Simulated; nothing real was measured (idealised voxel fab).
The following is a process module called voxel ribs on slabs.
This is section cut - it's 165 nm across, gridded in 5 nm square cells.
Square cells in a grid make up a cross-section in this document, and the grid is given as bands, listed from the top down, each one or more rows of cells.
Per band: top height and bottom height in nm, followed by the left-to-right materials and their widths in nm; "edge to edge" marks a single material spanning edge to edge, "blank" marks empty space.
The reference from which all heights are counted is 0, the level beneath which the as-received wafer is entirely one material; the lowest band, having no lower bound, proceeds downward and is written after the example "0 down".
Top row gets the first number, bottom row gets the second, and each row in between changes by the same step: that is how a band width like "30 to 40" works.
When a step is marked "remained unchanged", none of the cells in the cross-section changed during that step.
"Catalogued sealed voids" - sealed voids, min. 8 cells, no opening to top; format: width x height at distance (distance from left edge; nm throughout).
Heads up: the bit after the settings on a step's line is the simulator's remark on that step.
overlay nm: on a step with a mask, how far right of its planned place the mask lay; negative means left.
Process steps foreseen in the plan
1: RECEIVE | material Si
2: DIRECTIONAL_DEP | material SiO2 | thk nm 20
3: DIRECTIONAL_DEP | material SiN | thk nm 20
4: PATTERN | tone cover | mask id RIB | material resist | width nm 30 | thk nm 15 | overlay nm 0
5: DIRECTIONAL_ETCH | etch materials SiN | depth nm 5
6: STRIP | etch materials resist
7: PATTERN | tone cover | mask id SLAB | material resist | width nm 70 | thk nm 20 | overlay nm 0
8: DIRECTIONAL_ETCH | etch materials SiN | depth nm 15
9: STRIP | etch materials resist
10: FILL_DEP | material SiO2 | thk nm 25
11: CMP | height nm 60
12: DIRECTIONAL_DEP | material W | thk nm 5
13: PATTERN | tone cover | mask id HEATER | material resist | width nm 40 | thk nm 15 | overlay nm 0
14: DIRECTIONAL_ETCH | etch materials W | depth nm 5
15: STRIP | etch materials resist
16: CONFORMAL_DEP | material SiN | thk nm 5
First of two wafers - as planned
Cross-section: wafer on arrival = after step 1
    0 down: Si edge to edge
    Catalogued sealed voids: none
Presented here is a cross-section of the wafer after step 2 has been performed
    20 to 0: SiO2 edge to edge
    Everything below 0 is unchanged.
Presented here is a cross-section of the wafer after step 3 has been performed
    40 to 20: SiN edge to edge
    Everything below 20 is unchanged.
Presented here is a cross-section of the wafer after step 4 has been performed
    55 to 40: 65 blank  30 resist  70 blank
    Everything below 40 is unchanged.
Presented here is a cross-section of the wafer after step 5 has been performed
    55 to 40: 65 blank  30 resist  70 blank
    40 to 35: 65 blank  30 SiN  70 blank
    Everything below 35 is unchanged.
Presented here is a cross-section of the wafer after step 6 has been performed
    40 to 35: 65 blank  30 SiN  70 blank
    Everything below 35 is unchanged.
Presented here is a cross-section of the wafer after step 7 has been performed
    60 to 40: 45 blank  70 resist  50 blank
    40 to 35: 45 blank  20 resist  30 SiN  20 resist  50 blank
    Everything below 35 is unchanged.
Presented here is a cross-section of the wafer after step 8 has been performed
    60 to 40: 45 blank  70 resist  50 blank
    40 to 35: 45 blank  20 resist  30 SiN  20 resist  50 blank
    35 to 20: 45 blank  70 SiN  50 blank
    Everything below 20 is unchanged.
Presented here is a cross-section of the wafer after step 9 has been performed
    40 to 35: 65 blank  30 SiN  70 blank
    Everything below 35 is unchanged.
Presented here is a cross-section of the wafer after step 10 has been performed
    65 to 40: SiO2 edge to edge
    40 to 35: 65 SiO2  30 SiN  70 SiO2
    35 to 20: 45 SiO2  70 SiN  50 SiO2
    Everything below 20 is unchanged.
Presented here is a cross-section of the wafer after step 11 has been performed
    60 to 40: SiO2 edge to edge
    Everything below 40 is unchanged.
Presented here is a cross-section of the wafer after step 12 has been performed
    65 to 60: W edge to edge
    Everything below 60 is unchanged.
Presented here is a cross-section of the wafer after step 13 has been performed
    80 to 65: 60 blank  40 resist  65 blank
    Everything below 65 is unchanged.
Presented here is a cross-section of the wafer after step 14 has been performed
    80 to 65: 60 blank  40 resist  65 blank
    65 to 60: 60 blank  40 W  65 blank
    Everything below 60 is unchanged.
Presented here is a cross-section of the wafer after step 15 has been performed
    65 to 60: 60 blank  40 W  65 blank
    Everything below 60 is unchanged.
Presented here is a cross-section of the wafer after step 16 has been performed
    70 to 65: 55 blank  50 SiN  60 blank
    65 to 60: 60 SiN  40 W  65 SiN
    Everything below 60 is unchanged.
Second wafer. Start and plan as for the first. One mistake made in running. Agrees with the first up to and including step 2
Second wafer, sectioned view, at step 3's planned end time
    60 to 20: SiN edge to edge
    Everything below 20 is unchanged.
Second wafer, sectioned view, at step 4's planned end time
    75 to 60: 65 blank  30 resist  70 blank
    Everything below 60 is unchanged.
Second wafer, sectioned view, at step 5's planned end time
    75 to 60: 65 blank  30 resist  70 blank
    60 to 55: 65 blank  30 SiN  70 blank
    Everything below 55 is unchanged.
Second wafer, sectioned view, at step 6's planned end time
    60 to 55: 65 blank  30 SiN  70 blank
    Everything below 55 is unchanged.
Second wafer, sectioned view, at step 7's planned end time
    80 to 60: 45 blank  70 resist  50 blank
    60 to 55: 45 blank  20 resist  30 SiN  20 resist  50 blank
    Everything below 55 is unchanged.
Second wafer, sectioned view, at step 8's planned end time
    80 to 60: 45 blank  70 resist  50 blank
    60 to 55: 45 blank  20 resist  30 SiN  20 resist  50 blank
    55 to 40: 45 blank  70 SiN  50 blank
    Everything below 40 is unchanged.
Second wafer, sectioned view, at step 9's planned end time
    60 to 55: 65 blank  30 SiN  70 blank
    Everything below 55 is unchanged.
Second wafer, sectioned view, at step 10's planned end time
    85 to 60: SiO2 edge to edge
    60 to 55: 65 SiO2  30 SiN  70 SiO2
    55 to 40: 45 SiO2  70 SiN  50 SiO2
    Everything below 40 is unchanged.
Second wafer, sectioned view, at step 11's planned end time
    60 to 55: 65 SiO2  30 SiN  70 SiO2
    Everything below 55 is unchanged.
Second wafer, sectioned view, at step 12's planned end time
    65 to 60: W edge to edge
    Everything below 60 is unchanged.
Second wafer, sectioned view, at step 13's planned end time
    80 to 65: 60 blank  40 resist  65 blank
    Everything below 65 is unchanged.
Second wafer, sectioned view, at step 14's planned end time
    80 to 65: 60 blank  40 resist  65 blank
    65 to 60: 60 blank  40 W  65 blank
    Everything below 60 is unchanged.
Second wafer, sectioned view, at step 15's planned end time
    65 to 60: 60 blank  40 W  65 blank
    Everything below 60 is unchanged.
Second wafer, sectioned view, at step 16's planned end time
    70 to 65: 55 blank  50 SiN  60 blank
    65 to 60: 60 SiN  40 W  65 SiN
    Everything below 60 is unchanged.
The mistake made against the process plan was this: step 3 from the plan got run twice
It is noted that, at the conclusion of processing, the second wafer exhibits a higher or lower cell count for certain materials relative to the first: SiN +132, SiO2 -132
